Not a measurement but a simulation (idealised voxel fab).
You're looking at the process module voxel ribs on slabs.
This is section cut - it's 155 nm across, gridded in 5 nm square cells.
Reading order for cross-sections: top band down to bottom band. Underlying form: a grid of square cells. Band size: one or more rows of cells.
First you get the band's top height and its bottom height, in nm, and then the materials it's made of, left to right, with each width in nm. If you see a single material with "throughout", that one covers the band edge to edge. "empty" is empty space.
Height is counted from the level 0, under which the received wafer is composed throughout of one material. The lowest of the bands is not closed at the bottom but continues downward, in the notation "z 0 and below".
Width "30->40": first value at the band's top row of cells, second value at its bottom row, equal change from row to row.
Where the words "remains unaltered" appear for a step, the cross-section shows no cell changed by that step; every cell remained as before.
The entry "Enclosed cavity list" lists the empty spaces that cover at least 8 cells and have no open path to the top. Each is written as width x height at distance, where the distance is measured from the left edge and all three values are in nm.
after a step's settings: what the simulator itself notes on the step
A step's line can hold "overlay nm"; with a mask on that step, the setting says how far right of the planned place the mask lay, while a negative setting says it lay to the left.
# The following list gives the planned process steps
step 1: RECEIVE [material Si]
step 2: DIRECTIONAL_DEP [material SiO2] [thk nm 30]
step 3: DIRECTIONAL_DEP [material polySi] [thk nm 15]
step 4: MASKED_ETCH [tone cover] [mask id RIB] [width nm 20] [etch materials polySi] [depth nm 5] [overlay nm 0]
step 5: MASKED_ETCH [tone cover] [mask id SLAB] [width nm 50] [etch materials polySi] [depth nm 10] [overlay nm 0]
step 6: FILL_DEP [material SiO2] [thk nm 25]
step 7: CMP [height nm 60]
step 8: DIRECTIONAL_DEP [material TiN] [thk nm 5]
step 9: PATTERN [tone cover] [mask id HEATER] [material resist] [width nm 30] [thk nm 20] [overlay nm 0]
step 10: DIRECTIONAL_ETCH [etch materials TiN] [depth nm 5]
step 11: STRIP [etch materials resist]
step 12: CONFORMAL_DEP [material SiO2] [thk nm 10]
# First of two wafers: run as planned
# Wafer cross-section on receipt, i.e. after step 1
  z 0 and below  Si throughout
  Enclosed cavity list: none
# The wafer, seen in cross-section, after step 2
  z 30 to 0  SiO2 throughout
  Lower than 0, everything is as it was.
# The wafer, seen in cross-section, after step 3
  z 45 to 30  polySi throughout
  Lower than 30, everything is as it was.
# The wafer, seen in cross-section, after step 4
  z 45 to 40  empty (65), then polySi (20), then empty (70)
  Lower than 40, everything is as it was.
# The wafer, seen in cross-section, after step 5
  z 45 to 40  empty (65), then polySi (20), then empty (70)
  z 40 to 30  empty (50), then polySi (50), then empty (55)
  Lower than 30, everything is as it was.
# The wafer, seen in cross-section, after step 6
  z 70 to 45  SiO2 throughout
  z 45 to 40  SiO2 (65), then polySi (20), then SiO2 (70)
  z 40 to 30  SiO2 (50), then polySi (50), then SiO2 (55)
  Lower than 30, everything is as it was.
# The wafer, seen in cross-section, after step 7
  z 60 to 45  SiO2 throughout
  Lower than 45, everything is as it was.
# The wafer, seen in cross-section, after step 8
  z 65 to 60  TiN throughout
  Lower than 60, everything is as it was.
# The wafer, seen in cross-section, after step 9
  z 85 to 65  empty (60), then resist (30), then empty (65)
  Lower than 65, everything is as it was.
# The wafer, seen in cross-section, after step 10
  z 85 to 65  empty (60), then resist (30), then empty (65)
  z 65 to 60  empty (60), then TiN (30), then empty (65)
  Lower than 60, everything is as it was.
# The wafer, seen in cross-section, after step 11
  z 65 to 60  empty (60), then TiN (30), then empty (65)
  Lower than 60, everything is as it was.
# The wafer, seen in cross-section, after step 12
  z 75 to 70  empty (50), then SiO2 (50), then empty (55)
  z 70 to 65  SiO2 throughout
  z 65 to 60  SiO2 (60), then TiN (30), then SiO2 (65)
  Lower than 60, everything is as it was.
# The remaining wafer, second of the two, started like the first and was run to the same plan, except that one mistake was made along the way; the two coincide through step 8, inclusive
# Cross-section of the second wafer when, according to plan, step 9 should have finished
  z 85 to 65  resist (60), then empty (30), then resist (65)
  Lower than 65, everything is as it was.
# Cross-section of the second wafer when, according to plan, step 10 should have finished
  z 85 to 65  resist (60), then empty (30), then resist (65)
  z 65 to 60  TiN (60), then empty (30), then TiN (65)
  Lower than 60, everything is as it was.
# Cross-section of the second wafer when, according to plan, step 11 should have finished
  z 65 to 60  TiN (60), then empty (30), then TiN (65)
  Lower than 60, everything is as it was.
# Cross-section of the second wafer when, according to plan, step 12 should have finished
  z 75 to 70  SiO2 (70), then empty (10), then SiO2 (75)
  z 70 to 65  SiO2 throughout
  z 65 to 60  TiN (60), then SiO2 (30), then TiN (65)
  Lower than 60, everything is as it was.
Run error: note that step 9 departed from the planned setting and was carried out as PATTERN [tone open] [mask id HEATER] [material resist] [width nm 30] [thk nm 20] [overlay nm 0]
In the final state, the cell counts of the second wafer exceed or fall short of those of the first for the following materials: 19 more of TiN
